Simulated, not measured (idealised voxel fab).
This section sets out a process module, namely voxel transistor to metal.
In the cross-section labelled cut, the width is 145 nm and each square cell is 5 nm.
Reading order for cross-sections: top band down to bottom band. Underlying form: a grid of square cells. Band size: one or more rows of cells. Quick guide to a band line: top height, bottom height (nm) up front; then every material left to right with its width in nm. Only one material and it's marked "edge to edge"? Then it fills the band edge to edge. And "air" just means empty space. Beneath 0, the wafer as received is one material, and that level is where height counting begins. The lowest band goes on downward without a bottom; it is written like "0 down". The width entry "30 to 40" should be interpreted row by row: the top row of cells in the band takes the first number, the bottom row takes the second number, and the change between adjacent rows is uniform throughout. "everything unchanged" -> step changed no cross-section cell. The list in "Sealed void inventory" covers empty spaces of 8 cells or more that cannot reach the top through any open way, and it gives each as width x height at distance; the distance is from the left edge, and width, height and distance are in nm. Anything after a step's settings on that line? It's the simulator's own note about the step. When a step includes a mask, the "overlay nm" setting on its line states how far to the right of its planned place that mask lay, and negative values state how far to the left.
Below is the list of planned process steps:
step 1: op RECEIVE | material Si
step 2: op CONFORMAL_DEP | material SiO2 | thk nm 5
step 3: op CONFORMAL_DEP | material SiN | thk nm 15
step 4: op DIRECTIONAL_DEP | material aC | thk nm 15
step 5: op PATTERN | tone cover | mask id ACTIVE | material resist | width nm 95 | thk nm 30 | overlay nm 0
step 6: op DIRECTIONAL_ETCH | etch materials aC | depth nm 15
step 7: op STRIP | etch materials resist
step 8: op DIRECTIONAL_ETCH | etch materials SiN | depth nm 15
step 9: op DIRECTIONAL_ETCH | etch materials SiO2 | depth nm 5
step 10: op DIRECTIONAL_ETCH | etch materials Si | depth nm 35
step 11: op STRIP | etch materials aC
step 12: op OXIDIZE | depth nm 5
step 13: op FILL_DEP | material SiO2 | thk nm 10
step 14: op CMP | height nm 20
step 15: op SELECTIVE_ETCH | etch materials SiO2 | depth nm 10
step 16: op STRIP | etch materials SiN
step 17: op SELECTIVE_ETCH | etch materials SiO2 | depth nm 5
step 18: op OXIDIZE | depth nm 5
step 19: op DIRECTIONAL_DEP | material polySi | thk nm 30
step 20: op DIRECTIONAL_DEP | material SiCN | thk nm 10
step 21: op DIRECTIONAL_DEP | material aC | thk nm 15
step 22: op PATTERN | tone cover | mask id GATE | material resist | width nm 25 | thk nm 35 | overlay nm 0
step 23: op DIRECTIONAL_ETCH | etch materials aC | depth nm 15
step 24: op STRIP | etch materials resist
step 25: op DIRECTIONAL_ETCH | etch materials SiCN | depth nm 20
step 26: op DIRECTIONAL_ETCH | etch materials polySi | depth nm 40
step 27: op STRIP | etch materials aC
step 28: op CONFORMAL_DEP | material SiN | thk nm 5
step 29: op DIRECTIONAL_ETCH | etch materials SiN | depth nm 5
step 30: op DIRECTIONAL_ETCH | etch materials SiO2 | depth nm 5
step 31: op DIRECTIONAL_ETCH | etch materials Si | depth nm 15
step 32: op EPI | material SiGe | thk nm 20
step 33: op FILL_DEP | material SiO2 | thk nm 5
step 34: op CMP | height nm 30
step 35: op STRIP | etch materials polySi
step 36: op SELECTIVE_ETCH | etch materials SiO2 | depth nm 5
step 37: op CONFORMAL_DEP | material HfO2 | thk nm 5
step 38: op CONFORMAL_DEP | material TiN | thk nm 5
step 39: op FILL_DEP | material W | thk nm 10
step 40: op CMP | height nm 25
step 41: op DIRECTIONAL_DEP | material SiO2 | thk nm 10
step 42: op MASKED_ETCH | tone open | mask id CONTACT | width nm 15 | pitch nm 70 | etch materials SiO2 | depth nm 35 | overlay nm 0
step 43: op CONFORMAL_DEP | material TiN | thk nm 5
step 44: op FILL_DEP | material Ru | thk nm 10
step 45: op CMP | height nm 35
step 46: op CONFORMAL_DEP | material SiCN | thk nm 5
step 47: op DIRECTIONAL_DEP | material SiO2 | thk nm 20
step 48: op MASKED_ETCH | tone open | mask id METAL_1 | width nm 15 | pitch nm 70 | etch materials SiO2 | depth nm 20 | overlay nm 0
step 49: op MASKED_ETCH | tone open | mask id METAL_1 | width nm 15 | pitch nm 70 | etch materials SiCN | depth nm 5 | overlay nm 0
step 50: op CONFORMAL_DEP | material TiN | thk nm 5
step 51: op FILL_DEP | material W | thk nm 5
step 52: op CMP | height nm 60
step 53: op EPI | material Ru | thk nm 5
step 54: op FILL_DEP | material SiCN | thk nm 5
Account of the first of two wafers, which was processed as intended:
Here's what the wafer looked like in cross-section when it arrived - that's after step 1:
0 down | Si edge to edge
Sealed void inventory: none
So this is the wafer cross-section right after step 2:
5 to 0 | SiO2 edge to edge
Heights below 0 show no change.
So this is the wafer cross-section right after step 3:
20 to 5 | SiN edge to edge
Heights below 5 show no change.
So this is the wafer cross-section right after step 4:
35 to 20 | aC edge to edge
Heights below 20 show no change.
So this is the wafer cross-section right after step 5:
65 to 35 | 25 air, 95 resist, 25 air
Heights below 35 show no change.
So this is the wafer cross-section right after step 6:
50 to 35 | 25 air, 95 resist, 25 air
35 to 20 | 25 air, 95 aC, 25 air
Heights below 20 show no change.
So this is the wafer cross-section right after step 7:
35 to 20 | 25 air, 95 aC, 25 air
Heights below 20 show no change.
So this is the wafer cross-section right after step 8:
35 to 20 | 25 air, 95 aC, 25 air
20 to 5 | 25 air, 95 SiN, 25 air
Heights below 5 show no change.
So this is the wafer cross-section right after step 9:
35 to 20 | 25 air, 95 aC, 25 air
20 to 5 | 25 air, 95 SiN, 25 air
5 to 0 | 25 air, 95 SiO2, 25 air
Heights below 0 show no change.
So this is the wafer cross-section right after step 10:
35 to 20 | 25 air, 95 aC, 25 air
20 to 5 | 25 air, 95 SiN, 25 air
5 to 0 | 25 air, 95 SiO2, 25 air
0 to -35 | 25 air, 95 Si, 25 air
Heights below -35 show no change.
So this is the wafer cross-section right after step 11:
20 to 5 | 25 air, 95 SiN, 25 air
Heights below 5 show no change.
So this is the wafer cross-section right after step 12:
20 to 5 | 25 air, 95 SiN, 25 air
5 to 0 | 25 air, 95 SiO2, 25 air
0 to -35 | 25 air, 5 SiO2, 85 Si, 5 SiO2, 25 air
-35 to -40 | 30 SiO2, 85 Si, 30 SiO2
Heights below -40 show no change.
So this is the wafer cross-section right after step 13:
30 to 20 | SiO2 edge to edge
20 to 5 | 25 SiO2, 95 SiN, 25 SiO2
5 to 0 | SiO2 edge to edge
0 to -40 | 30 SiO2, 85 Si, 30 SiO2
Heights below -40 show no change.
So this is the wafer cross-section right after step 14:
20 to 5 | 25 SiO2, 95 SiN, 25 SiO2
Heights below 5 show no change.
So this is the wafer cross-section right after step 15:
20 to 10 | 25 air, 95 SiN, 25 air
Heights below 10 show no change.
So this is the wafer cross-section right after step 16:
10 to 5 | 25 SiO2, 95 air, 25 SiO2
Heights below 5 show no change.
So this is the wafer cross-section right after step 17:
5 to 0 | 20 SiO2, 105 air, 20 SiO2
Heights below 0 show no change.
So this is the wafer cross-section right after step 18:
5 to 0 | 20 SiO2, 105 air, 20 SiO2
0 to -5 | SiO2 edge to edge
Heights below -5 show no change.
So this is the wafer cross-section right after step 19:
35 to 30 | 20 polySi, 105 air, 20 polySi
30 to 5 | polySi edge to edge
5 to 0 | 20 SiO2, 105 polySi, 20 SiO2
Heights below 0 show no change.
So this is the wafer cross-section right after step 20:
45 to 40 | 20 SiCN, 105 air, 20 SiCN
40 to 35 | SiCN edge to edge
35 to 30 | 20 polySi, 105 SiCN, 20 polySi
Heights below 30 show no change.
So this is the wafer cross-section right after step 21:
60 to 55 | 20 aC, 105 air, 20 aC
55 to 45 | aC edge to edge
45 to 40 | 20 SiCN, 105 aC, 20 SiCN
Heights below 40 show no change.
So this is the wafer cross-section right after step 22:
95 to 60 | 60 air, 25 resist, 60 air
60 to 55 | 20 aC, 40 air, 25 resist, 40 air, 20 aC
Heights below 55 show no change.
So this is the wafer cross-section right after step 23:
80 to 55 | 60 air, 25 resist, 60 air
55 to 45 | 60 air, 25 aC, 60 air
45 to 40 | 20 SiCN, 40 air, 25 aC, 40 air, 20 SiCN
Heights below 40 show no change.
So this is the wafer cross-section right after step 24:
55 to 45 | 60 air, 25 aC, 60 air
Heights below 45 show no change.
So this is the wafer cross-section right after step 25:
55 to 40 | 60 air, 25 aC, 60 air
40 to 35 | 60 air, 25 SiCN, 60 air
35 to 30 | 20 polySi, 40 air, 25 SiCN, 40 air, 20 polySi
Heights below 30 show no change.
So this is the wafer cross-section right after step 26:
55 to 40 | 60 air, 25 aC, 60 air
40 to 30 | 60 air, 25 SiCN, 60 air
30 to 5 | 60 air, 25 polySi, 60 air
5 to 0 | 20 SiO2, 40 air, 25 polySi, 40 air, 20 SiO2
Heights below 0 show no change.
So this is the wafer cross-section right after step 27:
40 to 30 | 60 air, 25 SiCN, 60 air
Heights below 30 show no change.
So this is the wafer cross-section right after step 28:
45 to 40 | 55 air, 35 SiN, 55 air
40 to 30 | 55 air, 5 SiN, 25 SiCN, 5 SiN, 55 air
30 to 10 | 55 air, 5 SiN, 25 polySi, 5 SiN, 55 air
10 to 5 | 25 SiN, 30 air, 5 SiN, 25 polySi, 5 SiN, 30 air, 25 SiN
5 to 0 | 20 SiO2, 40 SiN, 25 polySi, 40 SiN, 20 SiO2
Heights below 0 show no change.
So this is the wafer cross-section right after step 29:
40 to 30 | 55 air, 5 SiN, 25 SiCN, 5 SiN, 55 air
30 to 5 | 55 air, 5 SiN, 25 polySi, 5 SiN, 55 air
5 to 0 | 20 SiO2, 5 SiN, 30 air, 5 SiN, 25 polySi, 5 SiN, 30 air, 5 SiN, 20 SiO2
Heights below 0 show no change.
So this is the wafer cross-section right after step 30:
40 to 30 | 55 air, 5 SiN, 25 SiCN, 5 SiN, 55 air
30 to 5 | 55 air, 5 SiN, 25 polySi, 5 SiN, 55 air
5 to 0 | 20 air, 5 SiN, 30 air, 5 SiN, 25 polySi, 5 SiN, 30 air, 5 SiN, 20 air
0 to -5 | 25 SiO2, 30 air, 35 SiO2, 30 air, 25 SiO2
Heights below -5 show no change.
So this is the wafer cross-section right after step 31:
40 to 30 | 55 air, 5 SiN, 25 SiCN, 5 SiN, 55 air
30 to 5 | 55 air, 5 SiN, 25 polySi, 5 SiN, 55 air
5 to 0 | 20 air, 5 SiN, 30 air, 5 SiN, 25 polySi, 5 SiN, 30 air, 5 SiN, 20 air
0 to -5 | 25 SiO2, 30 air, 35 SiO2, 30 air, 25 SiO2
-5 to -20 | 30 SiO2, 25 air, 35 Si, 25 air, 30 SiO2
Heights below -20 show no change.
So this is the wafer cross-section right after step 32:
40 to 30 | 55 air, 5 SiN, 25 SiCN, 5 SiN, 55 air
30 to 15 | 55 air, 5 SiN, 25 polySi, 5 SiN, 55 air
15 to 5 | 35 air, 20 SiGe, 5 SiN, 25 polySi, 5 SiN, 20 SiGe, 35 air
5 to 0 | 20 air, 5 SiN, 10 air, 20 SiGe, 5 SiN, 25 polySi, 5 SiN, 20 SiGe, 10 air, 5 SiN, 20 air
0 to -5 | 25 SiO2, 30 SiGe, 35 SiO2, 30 SiGe, 25 SiO2
-5 to -20 | 30 SiO2, 25 SiGe, 35 Si, 25 SiGe, 30 SiO2
Heights below -20 show no change.
So this is the wafer cross-section right after step 33:
45 to 40 | SiO2 edge to edge
40 to 30 | 55 SiO2, 5 SiN, 25 SiCN, 5 SiN, 55 SiO2
30 to 15 | 55 SiO2, 5 SiN, 25 polySi, 5 SiN, 55 SiO2
15 to 5 | 35 SiO2, 20 SiGe, 5 SiN, 25 polySi, 5 SiN, 20 SiGe, 35 SiO2
5 to 0 | 20 SiO2, 5 SiN, 10 SiO2, 20 SiGe, 5 SiN, 25 polySi, 5 SiN, 20 SiGe, 10 SiO2, 5 SiN, 20 SiO2
Heights below 0 show no change.
So this is the wafer cross-section right after step 34:
30 to 15 | 55 SiO2, 5 SiN, 25 polySi, 5 SiN, 55 SiO2
Heights below 15 show no change.
So this is the wafer cross-section right after step 35:
30 to 15 | 55 SiO2, 5 SiN, 25 air, 5 SiN, 55 SiO2
15 to 5 | 35 SiO2, 20 SiGe, 5 SiN, 25 air, 5 SiN, 20 SiGe, 35 SiO2
5 to 0 | 20 SiO2, 5 SiN, 10 SiO2, 20 SiGe, 5 SiN, 25 air, 5 SiN, 20 SiGe, 10 SiO2, 5 SiN, 20 SiO2
Heights below 0 show no change.
So this is the wafer cross-section right after step 36:
30 to 25 | 55 air, 5 SiN, 25 air, 5 SiN, 55 air
25 to 15 | 55 SiO2, 5 SiN, 25 air, 5 SiN, 55 SiO2
15 to 5 | 35 SiO2, 20 SiGe, 5 SiN, 25 air, 5 SiN, 20 SiGe, 35 SiO2
5 to 0 | 20 SiO2, 5 SiN, 10 SiO2, 20 SiGe, 5 SiN, 25 air, 5 SiN, 20 SiGe, 10 SiO2, 5 SiN, 20 SiO2
0 to -5 | 25 SiO2, 30 SiGe, 35 air, 30 SiGe, 25 SiO2
Heights below -5 show no change.
So this is the wafer cross-section right after step 37:
35 to 30 | 50 air, 15 HfO2, 15 air, 15 HfO2, 50 air
30 to 25 | 55 HfO2, 5 SiN, 5 HfO2, 15 air, 5 HfO2, 5 SiN, 55 HfO2
25 to 15 | 55 SiO2, 5 SiN, 5 HfO2, 15 air, 5 HfO2, 5 SiN, 55 SiO2
15 to 5 | 35 SiO2, 20 SiGe, 5 SiN, 5 HfO2, 15 air, 5 HfO2, 5 SiN, 20 SiGe, 35 SiO2
5 to 0 | 20 SiO2, 5 SiN, 10 SiO2, 20 SiGe, 5 SiN, 5 HfO2, 15 air, 5 HfO2, 5 SiN, 20 SiGe, 10 SiO2, 5 SiN, 20 SiO2
0 to -5 | 25 SiO2, 30 SiGe, 35 HfO2, 30 SiGe, 25 SiO2
Heights below -5 show no change.
So this is the wafer cross-section right after step 38:
40 to 35 | 45 air, 25 TiN, 5 air, 25 TiN, 45 air
35 to 30 | 50 TiN, 15 HfO2, 5 TiN, 5 air, 5 TiN, 15 HfO2, 50 TiN
30 to 25 | 55 HfO2, 5 SiN, 5 HfO2, 5 TiN, 5 air, 5 TiN, 5 HfO2, 5 SiN, 55 HfO2
25 to 15 | 55 SiO2, 5 SiN, 5 HfO2, 5 TiN, 5 air, 5 TiN, 5 HfO2, 5 SiN, 55 SiO2
15 to 5 | 35 SiO2, 20 SiGe, 5 SiN, 5 HfO2, 5 TiN, 5 air, 5 TiN, 5 HfO2, 5 SiN, 20 SiGe, 35 SiO2
5 to 0 | 20 SiO2, 5 SiN, 10 SiO2, 20 SiGe, 5 SiN, 5 HfO2, 15 TiN, 5 HfO2, 5 SiN, 20 SiGe, 10 SiO2, 5 SiN, 20 SiO2
Heights below 0 show no change.
So this is the wafer cross-section right after step 39:
50 to 40 | W edge to edge
40 to 35 | 45 W, 25 TiN, 5 W, 25 TiN, 45 W
35 to 30 | 50 TiN, 15 HfO2, 5 TiN, 5 W, 5 TiN, 15 HfO2, 50 TiN
30 to 25 | 55 HfO2, 5 SiN, 5 HfO2, 5 TiN, 5 W, 5 TiN, 5 HfO2, 5 SiN, 55 HfO2
25 to 15 | 55 SiO2, 5 SiN, 5 HfO2, 5 TiN, 5 W, 5 TiN, 5 HfO2, 5 SiN, 55 SiO2
15 to 5 | 35 SiO2, 20 SiGe, 5 SiN, 5 HfO2, 5 TiN, 5 W, 5 TiN, 5 HfO2, 5 SiN, 20 SiGe, 35 SiO2
Heights below 5 show no change.
So this is the wafer cross-section right after step 40:
25 to 15 | 55 SiO2, 5 SiN, 5 HfO2, 5 TiN, 5 W, 5 TiN, 5 HfO2, 5 SiN, 55 SiO2
Heights below 15 show no change.
So this is the wafer cross-section right after step 41:
35 to 25 | SiO2 edge to edge
Heights below 25 show no change.
So this is the wafer cross-section right after step 42:
35 to 25 | 30 SiO2, 15 air, 55 SiO2, 15 air, 30 SiO2
25 to 15 | 30 SiO2, 15 air, 10 SiO2, 5 SiN, 5 HfO2, 5 TiN, 5 W, 5 TiN, 5 HfO2, 5 SiN, 10 SiO2, 15 air, 30 SiO2
15 to 5 | 30 SiO2, 5 air, 20 SiGe, 5 SiN, 5 HfO2, 5 TiN, 5 W, 5 TiN, 5 HfO2, 5 SiN, 20 SiGe, 5 air, 30 SiO2
5 to 0 | 20 SiO2, 5 SiN, 5 SiO2, 5 air, 20 SiGe, 5 SiN, 5 HfO2, 15 TiN, 5 HfO2, 5 SiN, 20 SiGe, 5 air, 5 SiO2, 5 SiN, 20 SiO2
Heights below 0 show no change.
So this is the wafer cross-section right after step 43:
40 to 35 | 35 TiN, 5 air, 65 TiN, 5 air, 35 TiN
35 to 25 | 30 SiO2, 5 TiN, 5 air, 5 TiN, 55 SiO2, 5 TiN, 5 air, 5 TiN, 30 SiO2
25 to 20 | 30 SiO2, 5 TiN, 5 air, 5 TiN, 10 SiO2, 5 SiN, 5 HfO2, 5 TiN, 5 W, 5 TiN, 5 HfO2, 5 SiN, 10 SiO2, 5 TiN, 5 air, 5 TiN, 30 SiO2
20 to 15 | 30 SiO2, 15 TiN, 10 SiO2, 5 SiN, 5 HfO2, 5 TiN, 5 W, 5 TiN, 5 HfO2, 5 SiN, 10 SiO2, 15 TiN, 30 SiO2
15 to 5 | 30 SiO2, 5 TiN, 20 SiGe, 5 SiN, 5 HfO2, 5 TiN, 5 W, 5 TiN, 5 HfO2, 5 SiN, 20 SiGe, 5 TiN, 30 SiO2
5 to 0 | 20 SiO2, 5 SiN, 5 SiO2, 5 TiN, 20 SiGe, 5 SiN, 5 HfO2, 15 TiN, 5 HfO2, 5 SiN, 20 SiGe, 5 TiN, 5 SiO2, 5 SiN, 20 SiO2
Heights below 0 show no change.
So this is the wafer cross-section right after step 44:
50 to 40 | Ru edge to edge
40 to 35 | 35 TiN, 5 Ru, 65 TiN, 5 Ru, 35 TiN
35 to 25 | 30 SiO2, 5 TiN, 5 Ru, 5 TiN, 55 SiO2, 5 TiN, 5 Ru, 5 TiN, 30 SiO2
25 to 20 | 30 SiO2, 5 TiN, 5 Ru, 5 TiN, 10 SiO2, 5 SiN, 5 HfO2, 5 TiN, 5 W, 5 TiN, 5 HfO2, 5 SiN, 10 SiO2, 5 TiN, 5 Ru, 5 TiN, 30 SiO2
Heights below 20 show no change.
So this is the wafer cross-section right after step 45:
35 to 25 | 30 SiO2, 5 TiN, 5 Ru, 5 TiN, 55 SiO2, 5 TiN, 5 Ru, 5 TiN, 30 SiO2
Heights below 25 show no change.
So this is the wafer cross-section right after step 46:
40 to 35 | SiCN edge to edge
Heights below 35 show no change.
So this is the wafer cross-section right after step 47:
60 to 40 | SiO2 edge to edge
Heights below 40 show no change.
So this is the wafer cross-section right after step 48:
60 to 40 | 30 SiO2, 15 air, 55 SiO2, 15 air, 30 SiO2
Heights below 40 show no change.
So this is the wafer cross-section right after step 49:
60 to 40 | 30 SiO2, 15 air, 55 SiO2, 15 air, 30 SiO2
40 to 35 | 30 SiCN, 15 air, 55 SiCN, 15 air, 30 SiCN
Heights below 35 show no change.
So this is the wafer cross-section right after step 50:
65 to 60 | 35 TiN, 5 air, 65 TiN, 5 air, 35 TiN
60 to 40 | 30 SiO2, 5 TiN, 5 air, 5 TiN, 55 SiO2, 5 TiN, 5 air, 5 TiN, 30 SiO2
40 to 35 | 30 SiCN, 15 TiN, 55 SiCN, 15 TiN, 30 SiCN
Heights below 35 show no change.
So this is the wafer cross-section right after step 51:
70 to 65 | W edge to edge
65 to 60 | 35 TiN, 5 W, 65 TiN, 5 W, 35 TiN
60 to 40 | 30 SiO2, 5 TiN, 5 W, 5 TiN, 55 SiO2, 5 TiN, 5 W, 5 TiN, 30 SiO2
Heights below 40 show no change.
So this is the wafer cross-section right after step 52:
60 to 40 | 30 SiO2, 5 TiN, 5 W, 5 TiN, 55 SiO2, 5 TiN, 5 W, 5 TiN, 30 SiO2
Heights below 40 show no change.
So this is the wafer cross-section right after step 53:
65 to 60 | 25 air, 25 Ru, 45 air, 25 Ru, 25 air
Heights below 60 show no change.
So this is the wafer cross-section right after step 54:
70 to 65 | SiCN edge to edge
65 to 60 | 25 SiCN, 25 Ru, 45 SiCN, 25 Ru, 25 SiCN
Heights below 60 show no change.
Second wafer, same starting conditions and recipe as the first, one mistake in executing it, nothing differs from the first up to and including step 49:
Cross-section, second wafer, at the end time the plan gives for step 50:
65 to 60 | 35 SiN, 5 air, 65 SiN, 5 air, 35 SiN
60 to 40 | 30 SiO2, 5 SiN, 5 air, 5 SiN, 55 SiO2, 5 SiN, 5 air, 5 SiN, 30 SiO2
40 to 35 | 30 SiCN, 15 SiN, 55 SiCN, 15 SiN, 30 SiCN
Heights below 35 show no change.
Cross-section, second wafer, at the end time the plan gives for step 51:
70 to 65 | W edge to edge
65 to 60 | 35 SiN, 5 W, 65 SiN, 5 W, 35 SiN
60 to 40 | 30 SiO2, 5 SiN, 5 W, 5 SiN, 55 SiO2, 5 SiN, 5 W, 5 SiN, 30 SiO2
Heights below 40 show no change.
Cross-section, second wafer, at the end time the plan gives for step 52:
60 to 40 | 30 SiO2, 5 SiN, 5 W, 5 SiN, 55 SiO2, 5 SiN, 5 W, 5 SiN, 30 SiO2
Heights below 40 show no change.
Cross-section, second wafer, at the end time the plan gives for step 53:
65 to 60 | 30 air, 15 Ru, 55 air, 15 Ru, 30 air
Heights below 60 show no change.
Cross-section, second wafer, at the end time the plan gives for step 54:
70 to 65 | SiCN edge to edge
65 to 60 | 30 SiCN, 15 Ru, 55 SiCN, 15 Ru, 30 SiCN
Heights below 60 show no change.
Where did the run depart from the plan? step 50 off recipe, ran as op CONFORMAL_DEP | material SiN | thk nm 5
Count the cells at the end and the second wafer has more or fewer of some materials than the first: 4 fewer of Ru; 4 more of SiCN; 22 more of SiN; 22 fewer of TiN
